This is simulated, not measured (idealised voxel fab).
Process module under the name voxel wiring stack
215 nm wide, 5 nm square cells: that's cross-section cut.
Notation: cross-section as square-cell grid; stated in bands, top first, going down; one or more cell rows per band.
Band: top height; bottom height; in nm. Then, left to right: material with width in nm, for each material. "throughout": a single material spanning edge to edge. "air": empty space.
Below 0: as-received wafer, all one material; heights counted from there. Lowest band: no bottom, goes on down, written "z 0 and below".
So if you see something like "30..40" for the width, read it as the top row of the band sitting at the first number and the bottom row at the second, with every row in between moving by the same amount as the last.
Key: "no modification" - step with no changed cell in the cross-section.
"Entrapped void list" specifies each empty space that is not open to the top and that occupies no fewer than 8 cells, using the form width x height at distance, the distance measured from the left edge and all three quantities in nm.
Text after the settings on a step's line: the simulator's own remark on that step.
"overlay nm" denotes, for a step that has a mask, the displacement of the mask to the right of its planned place, with negative values corresponding to the left.

## Planned process steps
- 1: op RECEIVE | material Si
- 2: op CONFORMAL_DEP | material SiO2 | thk nm 15
- 3: op DIRECTIONAL_DEP | material TiN | thk nm 5
- 4: op DIRECTIONAL_DEP | material W | thk nm 25
- 5: op PATTERN | tone cover | mask id METAL_1 | material resist | width nm 25 | pitch nm 40 | thk nm 15 | overlay nm 0
- 6: op DIRECTIONAL_ETCH | etch materials W | depth nm 25
- 7: op DIRECTIONAL_ETCH | etch materials TiN | depth nm 5
- 8: op STRIP | etch materials resist
- 9: op FILL_DEP | material lowk | thk nm 10
- 10: op CMP | height nm 45
- 11: op CONFORMAL_DEP | material SiCN | thk nm 5
- 12: op DIRECTIONAL_DEP | material SiO2 | thk nm 30
- 13: op DIRECTIONAL_DEP | material aC | thk nm 10
- 14: op PATTERN | tone open | mask id METAL_2 | material resist | width nm 25 | pitch nm 40 | thk nm 25 | overlay nm 0
- 15: op DIRECTIONAL_ETCH | etch materials aC | depth nm 10
- 16: op STRIP | etch materials resist
- 17: op DIRECTIONAL_ETCH | etch materials SiO2 | depth nm 15
- 18: op STRIP | etch materials aC
- 19: op MASKED_ETCH | tone open | mask id METAL_2_HOLES | width nm 15 | pitch nm 40 | etch materials SiO2 | depth nm 15 | overlay nm 0
- 20: op MASKED_ETCH | tone open | mask id METAL_2_HOLES | width nm 15 | pitch nm 40 | etch materials SiCN | depth nm 5 | overlay nm 0
- 21: op CONFORMAL_DEP | material TiN | thk nm 5
- 22: op FILL_DEP | material Cu | thk nm 10
- 23: op CMP | height nm 80
- 24: op CONFORMAL_DEP | material SiN | thk nm 5

## Incoming wafer, cross-sectional view, post step 1
  z 0 and below = Si throughout
  Entrapped void list: none

## a wafer at the end: this start, this plan, one mistake
  z 85 to 80 = SiN throughout
  z 80 to 70 = 35 SiO2; 5 TiN; 15 Cu; 5 TiN; 15 SiO2; 5 TiN; 15 Cu; 5 TiN; 15 SiO2; 5 TiN; 15 Cu; 5 TiN; 15 SiO2; 5 TiN; 15 Cu; 5 TiN; 35 SiO2
  z 70 to 65 = 35 SiO2; 5 TiN; 5 Cu; 15 TiN; 15 SiO2; 5 TiN; 5 Cu; 15 TiN; 15 SiO2; 5 TiN; 5 Cu; 15 TiN; 15 SiO2; 5 TiN; 5 Cu; 15 TiN; 35 SiO2
  z 65 to 50 = 35 SiO2; 5 TiN; 5 Cu; 5 TiN; 25 SiO2; 5 TiN; 5 Cu; 5 TiN; 25 SiO2; 5 TiN; 5 Cu; 5 TiN; 25 SiO2; 5 TiN; 5 Cu; 5 TiN; 45 SiO2
  z 50 to 45 = 35 SiCN; 15 TiN; 25 SiCN; 15 TiN; 25 SiCN; 15 TiN; 25 SiCN; 15 TiN; 45 SiCN
  z 45 to 40 = lowk throughout
  z 40 to 15 = 35 lowk; 25 W; 15 lowk; 25 W; 15 lowk; 25 W; 15 lowk; 25 W; 35 lowk
  z 15 to 0 = SiO2 throughout
  z 0 and below = Si throughout
  Entrapped void list: none
It is concluded that the wafer was processed incorrectly with respect to the plan, in that step 3 of the plan was omitted and not executed
